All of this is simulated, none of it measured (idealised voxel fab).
Name of the process module below: voxel transistor to metal
Pictured: cross-section cut, 160 nm wide, on a grid of 5 nm square cells.
Each cross-section below is a grid of square cells, stated as bands in top-down order, with one or more rows of cells making up each band. Per band: top height and bottom height in nm, followed by the left-to-right materials and their widths in nm; "everywhere" marks a single material spanning edge to edge, "empty" marks empty space. Heights from 0 (as-received wafer is one material below). Bottom band endless downward, as "top 0, no bottom". Width spec "30 to 40" -> top row of cells at first value, bottom row at second value, equal per-row change in between. Reading "no change occurred" for a step: not a cell of the cross-section changed in it. Closed-off voids of 8+ cells (no open route to the top) go in "Unvented voids", written width x height at distance from the left edge, in nm. Whatever follows a step's settings on its line is a remark the simulator itself makes about that step. A step's line can hold "overlay nm"; with a mask on that step, the setting says how far right of the planned place the mask lay, while a negative setting says it lay to the left. Before/after cross-section pairs, one process step each; after shown to lowest changed band; step and settings beneath. Pairs may be from different runs of this module on the same starting wafer; a pair continues from the one above only where its "Before the process" entry says so.

## Before the process
    top 0, no bottom  Si everywhere
    Unvented voids: none

## Sectional View, Post-Process
    top 5, bottom 0  SiO2 everywhere
    Beneath the level 0, the cross-section is identical to its previous state.
    Unvented voids: none
Which step turns the before cross-section above into the after cross-section? CONFORMAL_DEP, material SiO2, thk nm 5

Before the process: see preceding pair, after cross-section.

## Sectional View, Post-Process
    top 15, bottom 5  SiN everywhere
    Beneath the level 5, the cross-section is identical to its previous state.
    Unvented voids: none
Which step turns the before cross-section above into the after cross-section? CONFORMAL_DEP, material SiN, thk nm 10

Before the process: see preceding pair, after cross-section.

## Sectional View, Post-Process
    top 15, bottom 5  20 of empty, 115 of SiN, 25 of empty
    Beneath the level 5, the cross-section is identical to its previous state.
    Unvented voids: none
Which step turns the before cross-section above into the after cross-section? MASKED_ETCH, tone cover, mask id ACTIVE, width nm 115, etch materials SiN, depth nm 10, overlay nm 0

Before the process: see preceding pair, after cross-section.

## Sectional View, Post-Process
    top 15, bottom 5  20 of empty, 115 of SiN, 25 of empty
    top 5, bottom 0  20 of empty, 115 of SiO2, 25 of empty
    Beneath the level 0, the cross-section is identical to its previous state.
    Unvented voids: none
Which step turns the before cross-section above into the after cross-section? MASKED_ETCH, tone cover, mask id ACTIVE, width nm 115, etch materials SiO2, depth nm 5, overlay nm 0

Before the process: see preceding pair, after cross-section.

## Sectional View, Post-Process
    top 15, bottom 5  20 of empty, 115 of SiN, 25 of empty
    top 5, bottom 0  20 of empty, 115 of SiO2, 25 of empty
    top 0, bottom -30  20 of empty, 115 of Si, 25 of empty
    Beneath the level -30, the cross-section is identical to its previous state.
    Unvented voids: none
Which step turns the before cross-section above into the after cross-section? MASKED_ETCH, tone cover, mask id ACTIVE, width nm 115, etch materials Si, depth nm 30, overlay nm 0

Before the process: see preceding pair, after cross-section.

## Sectional View, Post-Process
    top 15, bottom 5  20 of empty, 115 of SiN, 25 of empty
    top 5, bottom 0  20 of empty, 115 of SiO2, 25 of empty
    top 0, bottom -30  20 of empty, 5 of SiO2, 105 of Si, 5 of SiO2, 25 of empty
    top -30, bottom -35  25 of SiO2, 105 of Si, 30 of SiO2
    Beneath the level -35, the cross-section is identical to its previous state.
    Unvented voids: none
Which step turns the before cross-section above into the after cross-section? OXIDIZE, depth nm 5

Before the process: see preceding pair, after cross-section.

## Sectional View, Post-Process
    top 30, bottom 15  SiO2 everywhere
    top 15, bottom 5  20 of SiO2, 115 of SiN, 25 of SiO2
    top 5, bottom 0  SiO2 everywhere
    top 0, bottom -35  25 of SiO2, 105 of Si, 30 of SiO2
    Beneath the level -35, the cross-section is identical to its previous state.
    Unvented voids: none
Which step turns the before cross-section above into the after cross-section? FILL_DEP, material SiO2, thk nm 15

Before the process: see preceding pair, after cross-section.

## Sectional View, Post-Process
    top 15, bottom 5  20 of SiO2, 115 of SiN, 25 of SiO2
    Beneath the level 5, the cross-section is identical to its previous state.
    Unvented voids: none
Which step turns the before cross-section above into the after cross-section? CMP, height nm 15

Before the process: see preceding pair, after cross-section.

## Sectional View, Post-Process
    top 15, bottom 5  20 of empty, 115 of SiN, 25 of empty
    Beneath the level 5, the cross-section is identical to its previous state.
    Unvented voids: none
Which step turns the before cross-section above into the after cross-section? SELECTIVE_ETCH, etch materials SiO2, depth nm 10

Before the process: see preceding pair, after cross-section.

## Sectional View, Post-Process
    top 5, bottom 0  SiO2 everywhere
    Beneath the level 0, the cross-section is identical to its previous state.
    Unvented voids: none
Which step turns the before cross-section above into the after cross-section? STRIP, etch materials SiN

Before the process: see preceding pair, after cross-section.

## Sectional View, Post-Process
    top 0, bottom -35  25 of SiO2, 105 of Si, 30 of SiO2
    Beneath the level -35, the cross-section is identical to its previous state.
    Unvented voids: none
Which step turns the before cross-section above into the after cross-section? SELECTIVE_ETCH, etch materials SiO2, depth nm 5

Before the process: see preceding pair, after cross-section.

## Sectional View, Post-Process
    top 0, bottom -5  SiO2 everywhere
    Beneath the level -5, the cross-section is identical to its previous state.
    Unvented voids: none
Which step turns the before cross-section above into the after cross-section? OXIDIZE, depth nm 5

Before the process: see preceding pair, after cross-section.

## Sectional View, Post-Process
    top 25, bottom 0  polySi everywhere
    Beneath the level 0, the cross-section is identical to its previous state.
    Unvented voids: none
Which step turns the before cross-section above into the after cross-section? DIRECTIONAL_DEP, material polySi, thk nm 25

Before the process: see preceding pair, after cross-section.

## Sectional View, Post-Process
    top 35, bottom 25  SiCN everywhere
    Beneath the level 25, the cross-section is identical to its previous state.
    Unvented voids: none
Which step turns the before cross-section above into the after cross-section? DIRECTIONAL_DEP, material SiCN, thk nm 10

Before the process: see preceding pair, after cross-section.

## Sectional View, Post-Process
    top 55, bottom 35  65 of empty, 25 of resist, 70 of empty
    Beneath the level 35, the cross-section is identical to its previous state.
    Unvented voids: none
Which step turns the before cross-section above into the after cross-section? PATTERN, tone cover, mask id GATE, material resist, width nm 25, thk nm 20, overlay nm 0

Before the process: see preceding pair, after cross-section.

## Sectional View, Post-Process
    top 55, bottom 35  65 of empty, 25 of resist, 70 of empty
    top 35, bottom 25  65 of empty, 25 of SiCN, 70 of empty
    Beneath the level 25, the cross-section is identical to its previous state.
    Unvented voids: none
Which step turns the before cross-section above into the after cross-section? DIRECTIONAL_ETCH, etch materials SiCN, depth nm 20

Before the process: see preceding pair, after cross-section.

## Sectional View, Post-Process
    top 55, bottom 35  65 of empty, 25 of resist, 70 of empty
    top 35, bottom 25  65 of empty, 25 of SiCN, 70 of empty
    top 25, bottom 0  65 of empty, 25 of polySi, 70 of empty
    Beneath the level 0, the cross-section is identical to its previous state.
    Unvented voids: none
Which step turns the before cross-section above into the after cross-section? DIRECTIONAL_ETCH, etch materials polySi, depth nm 35

Before the process: see preceding pair, after cross-section.

## Sectional View, Post-Process
    top 35, bottom 25  65 of empty, 25 of SiCN, 70 of empty
    Beneath the level 25, the cross-section is identical to its previous state.
    Unvented voids: none
Which step turns the before cross-section above into the after cross-section? STRIP, etch materials resist

Before the process: see preceding pair, after cross-section.

## Sectional View, Post-Process
    top 40, bottom 35  60 of empty, 35 of SiO2, 65 of empty
    top 35, bottom 25  60 of empty, 5 of SiO2, 25 of SiCN, 5 of SiO2, 65 of empty
    top 25, bottom 5  60 of empty, 5 of SiO2, 25 of polySi, 5 of SiO2, 65 of empty
    top 5, bottom 0  65 of SiO2, 25 of polySi, 70 of SiO2
    Beneath the level 0, the cross-section is identical to its previous state.
    Unvented voids: none
Which step turns the before cross-section above into the after cross-section? CONFORMAL_DEP, material SiO2, thk nm 5

Before the process: see preceding pair, after cross-section.

## Sectional View, Post-Process
    top 35, bottom 25  60 of empty, 5 of SiO2, 25 of SiCN, 5 of SiO2, 65 of empty
    top 25, bottom 0  60 of empty, 5 of SiO2, 25 of polySi, 5 of SiO2, 65 of empty
    Beneath the level 0, the cross-section is identical to its previous state.
    Unvented voids: none
Which step turns the before cross-section above into the after cross-section? DIRECTIONAL_ETCH, etch materials SiO2, depth nm 5

Before the process: see preceding pair, after cross-section.

## Sectional View, Post-Process
    top 40, bottom 35  55 of empty, 45 of SiN, 60 of empty
    top 35, bottom 25  55 of empty, 5 of SiN, 5 of SiO2, 25 of SiCN, 5 of SiO2, 5 of SiN, 60 of empty
    top 25, bottom 5  55 of empty, 5 of SiN, 5 of SiO2, 25 of polySi, 5 of SiO2, 5 of SiN, 60 of empty
    top 5, bottom 0  60 of SiN, 5 of SiO2, 25 of polySi, 5 of SiO2, 65 of SiN
    Beneath the level 0, the cross-section is identical to its previous state.
    Unvented voids: none
Which step turns the before cross-section above into the after cross-section? CONFORMAL_DEP, material SiN, thk nm 5

Before the process: see preceding pair, after cross-section.

## Sectional View, Post-Process
    top 35, bottom 25  55 of empty, 5 of SiN, 5 of SiO2, 25 of SiCN, 5 of SiO2, 5 of SiN, 60 of empty
    top 25, bottom 0  55 of empty, 5 of SiN, 5 of SiO2, 25 of polySi, 5 of SiO2, 5 of SiN, 60 of empty
    Beneath the level 0, the cross-section is identical to its previous state.
    Unvented voids: none
Which step turns the before cross-section above into the after cross-section? DIRECTIONAL_ETCH, etch materials SiN, depth nm 5

Before the process: see preceding pair, after cross-section.

## Sectional View, Post-Process
    top 35, bottom 30  55 of empty, 5 of SiN, 5 of empty, 25 of SiCN, 5 of empty, 5 of SiN, 60 of empty
    top 30, bottom 25  55 of empty, 5 of SiN, 5 of SiO2, 25 of SiCN, 5 of SiO2, 5 of SiN, 60 of empty
    top 25, bottom 0  55 of empty, 5 of SiN, 5 of SiO2, 25 of polySi, 5 of SiO2, 5 of SiN, 60 of empty
    top 0, bottom -5  55 of empty, 45 of SiO2, 60 of empty
    Beneath the level -5, the cross-section is identical to its previous state.
    Unvented voids: none
Which step turns the before cross-section above into the after cross-section? DIRECTIONAL_ETCH, etch materials SiO2, depth nm 5

Before the process: see preceding pair, after cross-section.

## Sectional View, Post-Process
    top 35, bottom 30  55 of empty, 5 of SiN, 5 of empty, 25 of SiCN, 5 of empty, 5 of SiN, 60 of empty
    top 30, bottom 25  55 of empty, 5 of SiN, 5 of SiO2, 25 of SiCN, 5 of SiO2, 5 of SiN, 60 of empty
    top 25, bottom 0  55 of empty, 5 of SiN, 5 of SiO2, 25 of polySi, 5 of SiO2, 5 of SiN, 60 of empty
    top 0, bottom -5  20 of empty, 35 of pSi, 45 of SiO2, 35 of pSi, 25 of empty
    Beneath the level -5, the cross-section is identical to its previous state.
    Unvented voids: none
Which step turns the before cross-section above into the after cross-section? EPI, material pSi, thk nm 5

Before the process: see preceding pair, after cross-section.

## Sectional View, Post-Process
    top 45, bottom 35  SiO2 everywhere
    top 35, bottom 25  55 of SiO2, 5 of SiN, 5 of SiO2, 25 of SiCN, 5 of SiO2, 5 of SiN, 60 of SiO2
    top 25, bottom 0  55 of SiO2, 5 of SiN, 5 of SiO2, 25 of polySi, 5 of SiO2, 5 of SiN, 60 of SiO2
    top 0, bottom -5  20 of SiO2, 35 of pSi, 45 of SiO2, 35 of pSi, 25 of SiO2
    Beneath the level -5, the cross-section is identical to its previous state.
    Unvented voids: none
Which step turns the before cross-section above into the after cross-section? FILL_DEP, material SiO2, thk nm 10

Before the process: see preceding pair, after cross-section.

## Sectional View, Post-Process
    top 35, bottom 25  55 of SiO2, 5 of SiN, 5 of SiO2, 25 of SiCN, 5 of SiO2, 5 of SiN, 60 of SiO2
    Beneath the level 25, the cross-section is identical to its previous state.
    Unvented voids: none
Which step turns the before cross-section above into the after cross-section? CMP, height nm 35

Before the process: see preceding pair, after cross-section.

## Sectional View, Post-Process
    top 45, bottom 35  SiO2 everywhere
    Beneath the level 35, the cross-section is identical to its previous state.
    Unvented voids: none
Which step turns the before cross-section above into the after cross-section? DIRECTIONAL_DEP, material SiO2, thk nm 10

Before the process: see preceding pair, after cross-section.

## Sectional View, Post-Process
    top 45, bottom 35  25 of SiO2, 35 of empty, 35 of SiO2, 35 of empty, 30 of SiO2
    top 35, bottom 25  25 of SiO2, 30 of empty, 5 of SiN, 5 of SiO2, 25 of SiCN, 5 of SiO2, 5 of SiN, 30 of empty, 30 of SiO2
    top 25, bottom 0  25 of SiO2, 30 of empty, 5 of SiN, 5 of SiO2, 25 of polySi, 5 of SiO2, 5 of SiN, 30 of empty, 30 of SiO2
    Beneath the level 0, the cross-section is identical to its previous state.
    Unvented voids: none
Which step turns the before cross-section above into the after cross-section? MASKED_ETCH, tone open, mask id CONTACT, width nm 35, pitch nm 70, etch materials SiO2, depth nm 45, overlay nm 0

Before the process: see preceding pair, after cross-section.

## Sectional View, Post-Process
    top 50, bottom 45  30 of TiN, 25 of empty, 45 of TiN, 25 of empty, 35 of TiN
    top 45, bottom 35  25 of SiO2, 5 of TiN, 25 to 20 of empty, 5 to 10 of TiN, 35 of SiO2, 5 to 10 of TiN, 25 to 20 of empty, 5 of TiN, 30 of SiO2
    top 35, bottom 25  25 of SiO2, 5 of TiN, 20 of empty, 5 of TiN, 5 of SiN, 5 of SiO2, 25 of SiCN, 5 of SiO2, 5 of SiN, 5 of TiN, 20 of empty, 5 of TiN, 30 of SiO2
    top 25, bottom 5  25 of SiO2, 5 of TiN, 20 of empty, 5 of TiN, 5 of SiN, 5 of SiO2, 25 of polySi, 5 of SiO2, 5 of SiN, 5 of TiN, 20 of empty, 5 of TiN, 30 of SiO2
    top 5, bottom 0  25 of SiO2, 30 of TiN, 5 of SiN, 5 of SiO2, 25 of polySi, 5 of SiO2, 5 of SiN, 30 of TiN, 30 of SiO2
    Beneath the level 0, the cross-section is identical to its previous state.
    Unvented voids: none
Which step turns the before cross-section above into the after cross-section? CONFORMAL_DEP, material TiN, thk nm 5

Before the process: see preceding pair, after cross-section.

## Sectional View, Post-Process
    top 60, bottom 50  Ru everywhere
    top 50, bottom 45  30 of TiN, 25 of Ru, 45 of TiN, 25 of Ru, 35 of TiN
    top 45, bottom 35  25 of SiO2, 5 of TiN, 25 to 20 of Ru, 5 to 10 of TiN, 35 of SiO2, 5 to 10 of TiN, 25 to 20 of Ru, 5 of TiN, 30 of SiO2
    top 35, bottom 25  25 of SiO2, 5 of TiN, 20 of Ru, 5 of TiN, 5 of SiN, 5 of SiO2, 25 of SiCN, 5 of SiO2, 5 of SiN, 5 of TiN, 20 of Ru, 5 of TiN, 30 of SiO2
    top 25, bottom 5  25 of SiO2, 5 of TiN, 20 of Ru, 5 of TiN, 5 of SiN, 5 of SiO2, 25 of polySi, 5 of SiO2, 5 of SiN, 5 of TiN, 20 of Ru, 5 of TiN, 30 of SiO2
    Beneath the level 5, the cross-section is identical to its previous state.
    Unvented voids: none
Which step turns the before cross-section above into the after cross-section? FILL_DEP, material Ru, thk nm 10

Before the process: see preceding pair, after cross-section.

## Sectional View, Post-Process
    top 45, bottom 35  25 of SiO2, 5 of TiN, 25 to 20 of Ru, 5 to 10 of TiN, 35 of SiO2, 5 to 10 of TiN, 25 to 20 of Ru, 5 of TiN, 30 of SiO2
    Beneath the level 35, the cross-section is identical to its previous state.
    Unvented voids: none
Which step turns the before cross-section above into the after cross-section? CMP, height nm 45

Before the process: see preceding pair, after cross-section.

## Sectional View, Post-Process
    top 50, bottom 45  SiN everywhere
    Beneath the level 45, the cross-section is identical to its previous state.
    Unvented voids: none
Which step turns the before cross-section above into the after cross-section? CONFORMAL_DEP, material SiN, thk nm 5

Before the process: see preceding pair, after cross-section.

## Sectional View, Post-Process
    top 70, bottom 50  lowk everywhere
    Beneath the level 50, the cross-section is identical to its previous state.
    Unvented voids: none
Which step turns the before cross-section above into the after cross-section? DIRECTIONAL_DEP, material lowk, thk nm 20

Before the process: see preceding pair, after cross-section.

## Sectional View, Post-Process
    top 90, bottom 70  25 of resist, 20 of empty, 65 of resist, 20 of empty, 30 of resist
    Beneath the level 70, the cross-section is identical to its previous state.
    Unvented voids: none
Which step turns the before cross-section above into the after cross-section? PATTERN, tone open, mask id METAL_1, material resist, width nm 20, pitch nm 85, thk nm 20, overlay nm 0

Before the process: see preceding pair, after cross-section.

## Sectional View, Post-Process
    top 90, bottom 70  25 of resist, 20 of empty, 65 of resist, 20 of empty, 30 of resist
    top 70, bottom 50  25 of lowk, 20 of empty, 65 of lowk, 20 of empty, 30 of lowk
    Beneath the level 50, the cross-section is identical to its previous state.
    Unvented voids: none
Which step turns the before cross-section above into the after cross-section? DIRECTIONAL_ETCH, etch materials lowk, depth nm 20

Before the process: see preceding pair, after cross-section.

## Sectional View, Post-Process
    top 90, bottom 70  25 of resist, 20 of empty, 65 of resist, 20 of empty, 30 of resist
    top 70, bottom 50  25 of lowk, 20 of empty, 65 of lowk, 20 of empty, 30 of lowk
    top 50, bottom 45  25 of SiN, 20 of empty, 65 of SiN, 20 of empty, 30 of SiN
    Beneath the level 45, the cross-section is identical to its previous state.
    Unvented voids: none
Which step turns the before cross-section above into the after cross-section? DIRECTIONAL_ETCH, etch materials SiN, depth nm 5

Before the process: see preceding pair, after cross-section.

## Sectional View, Post-Process
    top 70, bottom 50  25 of lowk, 20 of empty, 65 of lowk, 20 of empty, 30 of lowk
    Beneath the level 50, the cross-section is identical to its previous state.
    Unvented voids: none
Which step turns the before cross-section above into the after cross-section? STRIP, etch materials resist

Before the process: see preceding pair, after cross-section.

## Sectional View, Post-Process
    top 75, bottom 70  30 of TiN, 10 of empty, 75 of TiN, 10 of empty, 35 of TiN
    top 70, bottom 50  25 of lowk, 5 of TiN, 10 of empty, 5 of TiN, 65 of lowk, 5 of TiN, 10 of empty, 5 of TiN, 30 of lowk
    top 50, bottom 45  25 of SiN, 20 of TiN, 65 of SiN, 20 of TiN, 30 of SiN
    Beneath the level 45, the cross-section is identical to its previous state.
    Unvented voids: none
Which step turns the before cross-section above into the after cross-section? CONFORMAL_DEP, material TiN, thk nm 5

Before the process: see preceding pair, after cross-section.

## Sectional View, Post-Process
    top 80, bottom 75  W everywhere
    top 75, bottom 70  30 of TiN, 10 of W, 75 of TiN, 10 of W, 35 of TiN
    top 70, bottom 50  25 of lowk, 5 of TiN, 10 of W, 5 of TiN, 65 of lowk, 5 of TiN, 10 of W, 5 of TiN, 30 of lowk
    Beneath the level 50, the cross-section is identical to its previous state.
    Unvented voids: none
Which step turns the before cross-section above into the after cross-section? FILL_DEP, material W, thk nm 5

Before the process: see preceding pair, after cross-section.

## Sectional View, Post-Process
    top 70, bottom 50  25 of lowk, 5 of TiN, 10 of W, 5 of TiN, 65 of lowk, 5 of TiN, 10 of W, 5 of TiN, 30 of lowk
    Beneath the level 50, the cross-section is identical to its previous state.
    Unvented voids: none
Which step turns the before cross-section above into the after cross-section? CMP, height nm 70

Before the process: see preceding pair, after cross-section.

## Sectional View, Post-Process
    top 75, bottom 70  20 of empty, 30 of Ru, 55 of empty, 30 of Ru, 25 of empty
    Beneath the level 70, the cross-section is identical to its previous state.
    Unvented voids: none
Which step turns the before cross-section above into the after cross-section? EPI, material Ru, thk nm 5

Before the process: see preceding pair, after cross-section.

## Sectional View, Post-Process
    top 80, bottom 75  SiCN everywhere
    top 75, bottom 70  20 of SiCN, 30 of Ru, 55 of SiCN, 30 of Ru, 25 of SiCN
    Beneath the level 70, the cross-section is identical to its previous state.
    Unvented voids: none
Which step turns the before cross-section above into the after cross-section? FILL_DEP, material SiCN, thk nm 5

## Before the process
    top 35, bottom 25  60 of empty, 5 of SiO2, 25 of SiCN, 5 of SiO2, 65 of empty
    top 25, bottom 0  60 of empty, 5 of SiO2, 25 of polySi, 5 of SiO2, 65 of empty
    top 0, bottom -5  SiO2 everywhere
    top -5, bottom -35  25 of SiO2, 105 of Si, 30 of SiO2
    top -35, no bottom  Si everywhere
    Unvented voids: none

## Sectional View, Post-Process
    top 35, bottom 30  65 of empty, 25 of SiCN, 70 of empty
    top 30, bottom 25  60 of empty, 5 of SiO2, 25 of SiCN, 5 of SiO2, 65 of empty
    top 25, bottom 0  60 of empty, 5 of SiO2, 25 of polySi, 5 of SiO2, 65 of empty
    top 0, bottom -5  60 of empty, 35 of SiO2, 65 of empty
    Beneath the level -5, the cross-section is identical to its previous state.
    Unvented voids: none
Which step turns the before cross-section above into the after cross-section? DIRECTIONAL_ETCH, etch materials SiO2, depth nm 5

Before the process: see preceding pair, after cross-section.

## Sectional View, Post-Process
    top 35, bottom 30  65 of empty, 25 of SiCN, 70 of empty
    top 30, bottom 25  60 of empty, 5 of SiO2, 25 of SiCN, 5 of SiO2, 65 of empty
    top 25, bottom 0  60 of empty, 5 of SiO2, 25 of polySi, 5 of SiO2, 65 of empty
    top 0, bottom -5  20 of empty, 40 of pSi, 35 of SiO2, 40 of pSi, 25 of empty
    Beneath the level -5, the cross-section is identical to its previous state.
    Unvented voids: none
Which step turns the before cross-section above into the after cross-section? EPI, material pSi, thk nm 5

Before the process: see preceding pair, after cross-section.

## Sectional View, Post-Process
    top 45, bottom 35  SiO2 everywhere
    top 35, bottom 25  65 of SiO2, 25 of SiCN, 70 of SiO2
    top 25, bottom 0  65 of SiO2, 25 of polySi, 70 of SiO2
    top 0, bottom -5  20 of SiO2, 40 of pSi, 35 of SiO2, 40 of pSi, 25 of SiO2
    Beneath the level -5, the cross-section is identical to its previous state.
    Unvented voids: none
Which step turns the before cross-section above into the after cross-section? FILL_DEP, material SiO2, thk nm 10

Before the process: see preceding pair, after cross-section.

## Sectional View, Post-Process
    top 35, bottom 25  65 of SiO2, 25 of SiCN, 70 of SiO2
    Beneath the level 25, the cross-section is identical to its previous state.
    Unvented voids: none
Which step turns the before cross-section above into the after cross-section? CMP, height nm 35

Before the process: see preceding pair, after cross-section.

## Sectional View, Post-Process
    top 45, bottom 35  SiO2 everywhere
    Beneath the level 35, the cross-section is identical to its previous state.
    Unvented voids: none
Which step turns the before cross-section above into the after cross-section? DIRECTIONAL_DEP, material SiO2, thk nm 10

Before the process: see preceding pair, after cross-section.

## Sectional View, Post-Process
    top 45, bottom 35  25 of SiO2, 35 of empty, 35 of SiO2, 35 of empty, 30 of SiO2
    top 35, bottom 25  25 of SiO2, 35 of empty, 5 of SiO2, 25 of SiCN, 5 of SiO2, 35 of empty, 30 of SiO2
    top 25, bottom 0  25 of SiO2, 35 of empty, 5 of SiO2, 25 of polySi, 5 of SiO2, 35 of empty, 30 of SiO2
    Beneath the level 0, the cross-section is identical to its previous state.
    Unvented voids: none
Which step turns the before cross-section above into the after cross-section? MASKED_ETCH, tone open, mask id CONTACT, width nm 35, pitch nm 70, etch materials SiO2, depth nm 45, overlay nm 0

Before the process: see preceding pair, after cross-section.

## Sectional View, Post-Process
    top 50, bottom 45  30 of TiN, 25 of empty, 45 of TiN, 25 of empty, 35 of TiN
    top 45, bottom 35  25 of SiO2, 5 of TiN, 25 of empty, 5 of TiN, 35 of SiO2, 5 of TiN, 25 of empty, 5 of TiN, 30 of SiO2
    top 35, bottom 25  25 of SiO2, 5 of TiN, 25 of empty, 5 of TiN, 5 of SiO2, 25 of SiCN, 5 of SiO2, 5 of TiN, 25 of empty, 5 of TiN, 30 of SiO2
    top 25, bottom 5  25 of SiO2, 5 of TiN, 25 of empty, 5 of TiN, 5 of SiO2, 25 of polySi, 5 of SiO2, 5 of TiN, 25 of empty, 5 of TiN, 30 of SiO2
    top 5, bottom 0  25 of SiO2, 35 of TiN, 5 of SiO2, 25 of polySi, 5 of SiO2, 35 of TiN, 30 of SiO2
    Beneath the level 0, the cross-section is identical to its previous state.
    Unvented voids: none
Which step turns the before cross-section above into the after cross-section? CONFORMAL_DEP, material TiN, thk nm 5

Before the process: see preceding pair, after cross-section.

## Sectional View, Post-Process
    top 60, bottom 50  Ru everywhere
    top 50, bottom 45  30 of TiN, 25 of Ru, 45 of TiN, 25 of Ru, 35 of TiN
    top 45, bottom 35  25 of SiO2, 5 of TiN, 25 of Ru, 5 of TiN, 35 of SiO2, 5 of TiN, 25 of Ru, 5 of TiN, 30 of SiO2
    top 35, bottom 25  25 of SiO2, 5 of TiN, 25 of Ru, 5 of TiN, 5 of SiO2, 25 of SiCN, 5 of SiO2, 5 of TiN, 25 of Ru, 5 of TiN, 30 of SiO2
    top 25, bottom 5  25 of SiO2, 5 of TiN, 25 of Ru, 5 of TiN, 5 of SiO2, 25 of polySi, 5 of SiO2, 5 of TiN, 25 of Ru, 5 of TiN, 30 of SiO2
    Beneath the level 5, the cross-section is identical to its previous state.
    Unvented voids: none
Which step turns the before cross-section above into the after cross-section? FILL_DEP, material Ru, thk nm 10

Before the process: see preceding pair, after cross-section.

## Sectional View, Post-Process
    top 45, bottom 35  25 of SiO2, 5 of TiN, 25 of Ru, 5 of TiN, 35 of SiO2, 5 of TiN, 25 of Ru, 5 of TiN, 30 of SiO2
    Beneath the level 35, the cross-section is identical to its previous state.
    Unvented voids: none
Which step turns the before cross-section above into the after cross-section? CMP, height nm 45

Before the process: see preceding pair, after cross-section.

## Sectional View, Post-Process
    top 50, bottom 45  SiN everywhere
    Beneath the level 45, the cross-section is identical to its previous state.
    Unvented voids: none
Which step turns the before cross-section above into the after cross-section? CONFORMAL_DEP, material SiN, thk nm 5

Before the process: see preceding pair, after cross-section.

## Sectional View, Post-Process
    top 70, bottom 50  lowk everywhere
    Beneath the level 50, the cross-section is identical to its previous state.
    Unvented voids: none
Which step turns the before cross-section above into the after cross-section? DIRECTIONAL_DEP, material lowk, thk nm 20

Before the process: see preceding pair, after cross-section.

## Sectional View, Post-Process
    top 90, bottom 70  25 of resist, 20 of empty, 65 of resist, 20 of empty, 30 of resist
    Beneath the level 70, the cross-section is identical to its previous state.
    Unvented voids: none
Which step turns the before cross-section above into the after cross-section? PATTERN, tone open, mask id METAL_1, material resist, width nm 20, pitch nm 85, thk nm 20, overlay nm 0

Before the process: see preceding pair, after cross-section.

## Sectional View, Post-Process
    top 90, bottom 70  25 of resist, 20 of empty, 65 of resist, 20 of empty, 30 of resist
    top 70, bottom 50  25 of lowk, 20 of empty, 65 of lowk, 20 of empty, 30 of lowk
    Beneath the level 50, the cross-section is identical to its previous state.
    Unvented voids: none
Which step turns the before cross-section above into the after cross-section? DIRECTIONAL_ETCH, etch materials lowk, depth nm 20

Before the process: see preceding pair, after cross-section.

## Sectional View, Post-Process
    top 90, bottom 70  25 of resist, 20 of empty, 65 of resist, 20 of empty, 30 of resist
    top 70, bottom 50  25 of lowk, 20 of empty, 65 of lowk, 20 of empty, 30 of lowk
    top 50, bottom 45  25 of SiN, 20 of empty, 65 of SiN, 20 of empty, 30 of SiN
    Beneath the level 45, the cross-section is identical to its previous state.
    Unvented voids: none
Which step turns the before cross-section above into the after cross-section? DIRECTIONAL_ETCH, etch materials SiN, depth nm 5

Before the process: see preceding pair, after cross-section.

## Sectional View, Post-Process
    top 70, bottom 50  25 of lowk, 20 of empty, 65 of lowk, 20 of empty, 30 of lowk
    Beneath the level 50, the cross-section is identical to its previous state.
    Unvented voids: none
Which step turns the before cross-section above into the after cross-section? STRIP, etch materials resist

Before the process: see preceding pair, after cross-section.

## Sectional View, Post-Process
    top 75, bottom 70  30 of TiN, 10 of empty, 75 of TiN, 10 of empty, 35 of TiN
    top 70, bottom 50  25 of lowk, 5 of TiN, 10 of empty, 5 of TiN, 65 of lowk, 5 of TiN, 10 of empty, 5 of TiN, 30 of lowk
    top 50, bottom 45  25 of SiN, 20 of TiN, 65 of SiN, 20 of TiN, 30 of SiN
    Beneath the level 45, the cross-section is identical to its previous state.
    Unvented voids: none
Which step turns the before cross-section above into the after cross-section? CONFORMAL_DEP, material TiN, thk nm 5

Before the process: see preceding pair, after cross-section.

## Sectional View, Post-Process
    top 80, bottom 75  W everywhere
    top 75, bottom 70  30 of TiN, 10 of W, 75 of TiN, 10 of W, 35 of TiN
    top 70, bottom 50  25 of lowk, 5 of TiN, 10 of W, 5 of TiN, 65 of lowk, 5 of TiN, 10 of W, 5 of TiN, 30 of lowk
    Beneath the level 50, the cross-section is identical to its previous state.
    Unvented voids: none
Which step turns the before cross-section above into the after cross-section? FILL_DEP, material W, thk nm 5

Before the process: see preceding pair, after cross-section.

## Sectional View, Post-Process
    top 70, bottom 50  25 of lowk, 5 of TiN, 10 of W, 5 of TiN, 65 of lowk, 5 of TiN, 10 of W, 5 of TiN, 30 of lowk
    Beneath the level 50, the cross-section is identical to its previous state.
    Unvented voids: none
Which step turns the before cross-section above into the after cross-section? CMP, height nm 70

Before the process: see preceding pair, after cross-section.

## Sectional View, Post-Process
    top 75, bottom 70  20 of empty, 30 of Ru, 55 of empty, 30 of Ru, 25 of empty
    Beneath the level 70, the cross-section is identical to its previous state.
    Unvented voids: none
Which step turns the before cross-section above into the after cross-section? EPI, material Ru, thk nm 5

Before the process: see preceding pair, after cross-section.

## Sectional View, Post-Process
    top 80, bottom 75  SiCN everywhere
    top 75, bottom 70  20 of SiCN, 30 of Ru, 55 of SiCN, 30 of Ru, 25 of SiCN
    Beneath the level 70, the cross-section is identical to its previous state.
    Unvented voids: none
Which step turns the before cross-section above into the after cross-section? FILL_DEP, material SiCN, thk nm 5

## Before the process
    top 15, bottom 5  20 of empty, 115 of SiN, 25 of empty
    top 5, bottom 0  20 of empty, 115 of SiO2, 25 of empty
    top 0, bottom -30  20 of empty, 115 of Si, 25 of empty
    top -30, no bottom  Si everywhere
    Unvented voids: none

## Sectional View, Post-Process
    top 15, bottom 5  20 of empty, 115 of SiN, 25 of empty
    top 5, bottom 0  20 of empty, 115 of SiO2, 25 of empty
    top 0, bottom -60  20 of empty, 115 of Si, 25 of empty
    Beneath the level -60, the cross-section is identical to its previous state.
    Unvented voids: none
Which step turns the before cross-section above into the after cross-section? MASKED_ETCH, tone cover, mask id ACTIVE, width nm 115, etch materials Si, depth nm 30, overlay nm 0

Before the process: see preceding pair, after cross-section.

## Sectional View, Post-Process
    top 15, bottom 5  20 of empty, 115 of SiN, 25 of empty
    top 5, bottom 0  20 of empty, 115 of SiO2, 25 of empty
    top 0, bottom -60  20 of empty, 5 of SiO2, 105 of Si, 5 of SiO2, 25 of empty
    top -60, bottom -65  25 of SiO2, 105 of Si, 30 of SiO2
    Beneath the level -65, the cross-section is identical to its previous state.
    Unvented voids: none
Which step turns the before cross-section above into the after cross-section? OXIDIZE, depth nm 5
